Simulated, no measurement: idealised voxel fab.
Documented hereafter: the process module known as voxel gate over fins.
Square cell edge 5 nm, section width 255 nm, ID cut.
If you're reading a cross-section in this doc, picture square cells in a grid; it comes to you as bands, top ones listed first down to the bottom, and a band can be one or more rows of cells.
Look at the band entry: it leads with the top's height and the bottom's height in nm. Then it lists the materials left to right, with a width in nm for each. The word "all across" on a single material says that material fills the band edge to edge. The word "empty" is empty space.
Height is counted from the level 0, under which the received wafer is composed throughout of one material. The lowest of the bands is not closed at the bottom but continues downward, in the notation "0 and below".
Read "30 to 40" as a graded width: first number on top, second number at the bottom, same change between each pair of neighbouring rows.
Basically "identical to before" means that step didn't change any cell in the cross-section.
"Entrapped void list": sealed empty spaces, 8 cells or more, no open way to top, listed width x height at distance, with distance from the left edge and width, height and distance in nm.
Heads up: the bit after the settings on a step's line is the simulator's remark on that step.
"overlay nm" on a masked step: distance the mask lay right of its planned place, negative for left.

[The steps planned for the process are as follows]
step 1: RECEIVE [material Si]
step 2: CONFORMAL_DEP [material SiN] [thk nm 5]
step 3: MASKED_ETCH [tone cover] [mask id FINS] [width nm 15] [pitch nm 55] [etch materials SiN] [depth nm 5] [overlay nm -15]
step 4: MASKED_ETCH [tone cover] [mask id FINS] [width nm 15] [pitch nm 55] [etch materials Si] [depth nm 40] [overlay nm 0]
step 5: FILL_DEP [material SiO2] [thk nm 5]
step 6: CMP [height nm 5]
step 7: PATTERN [tone open] [mask id RAIL] [material resist] [width nm 15] [thk nm 20] [overlay nm 0]
step 8: DIRECTIONAL_ETCH [etch materials SiO2] [depth nm 40]
step 9: STRIP [etch materials resist]
step 10: CONFORMAL_DEP [material TiN] [thk nm 5]
step 11: FILL_DEP [material Ru] [thk nm 5]
step 12: CMP [height nm 5]
step 13: SELECTIVE_ETCH [etch materials W Ru TiN] [depth nm 25]
step 14: FILL_DEP [material SiO2] [thk nm 5]
step 15: CMP [height nm 5]
step 16: SELECTIVE_ETCH [etch materials SiO2] [depth nm 15]
step 17: STRIP [etch materials SiN]
step 18: CONFORMAL_DEP [material HfO2] [thk nm 5]
step 19: CONFORMAL_DEP [material TiN] [thk nm 5]
step 20: CONFORMAL_DEP [material TiAl] [thk nm 5]
step 21: CONFORMAL_DEP [material TiN] [thk nm 5]
step 22: FILL_DEP [material W] [thk nm 15]
step 23: CMP [height nm 30]
step 24: CONFORMAL_DEP [material SiN] [thk nm 10]
The plan's step 3 overlay nm is the first wafer's value; the wafers differ in this setting and start identical.

[Sectional view: first of several wafers, as received, after step 1]
	0 and below  Si all across
	Entrapped void list: none

[Take any row and you have a wafer at the end of the module: how many cells of each material it has gained (+) or lost (-) since it was received, and then its closed voids]
overlay nm -15, +67 HfO2, +2 Ru, -216 Si, +102 SiN, +153 SiO2, +61 TiAl, +129 TiN, +110 W, Entrapped void list: none
overlay nm -10, +67 HfO2, +2 Ru, -248 Si, +102 SiN, +177 SiO2, +67 TiAl, +129 TiN, +112 W, Entrapped void list: none
overlay nm -5, +67 HfO2, +2 Ru, -280 Si, +102 SiN, +201 SiO2, +67 TiAl, +135 TiN, +114 W, Entrapped void list: none
overlay nm 0, +67 HfO2, +2 Ru, -312 Si, +102 SiN, +225 SiO2, +67 TiAl, +141 TiN, +116 W, Entrapped void list: none
overlay nm 5, +67 HfO2, +2 Ru, -280 Si, +102 SiN, +201 SiO2, +67 TiAl, +135 TiN, +114 W, Entrapped void list: none
overlay nm 10, +67 HfO2, +2 Ru, -248 Si, +102 SiN, +177 SiO2, +67 TiAl, +129 TiN, +112 W, Entrapped void list: none
overlay nm 15, +67 HfO2, -216 Si, +102 SiN, +156 SiO2, +61 TiAl, +128 TiN, +110 W, Entrapped void list: none
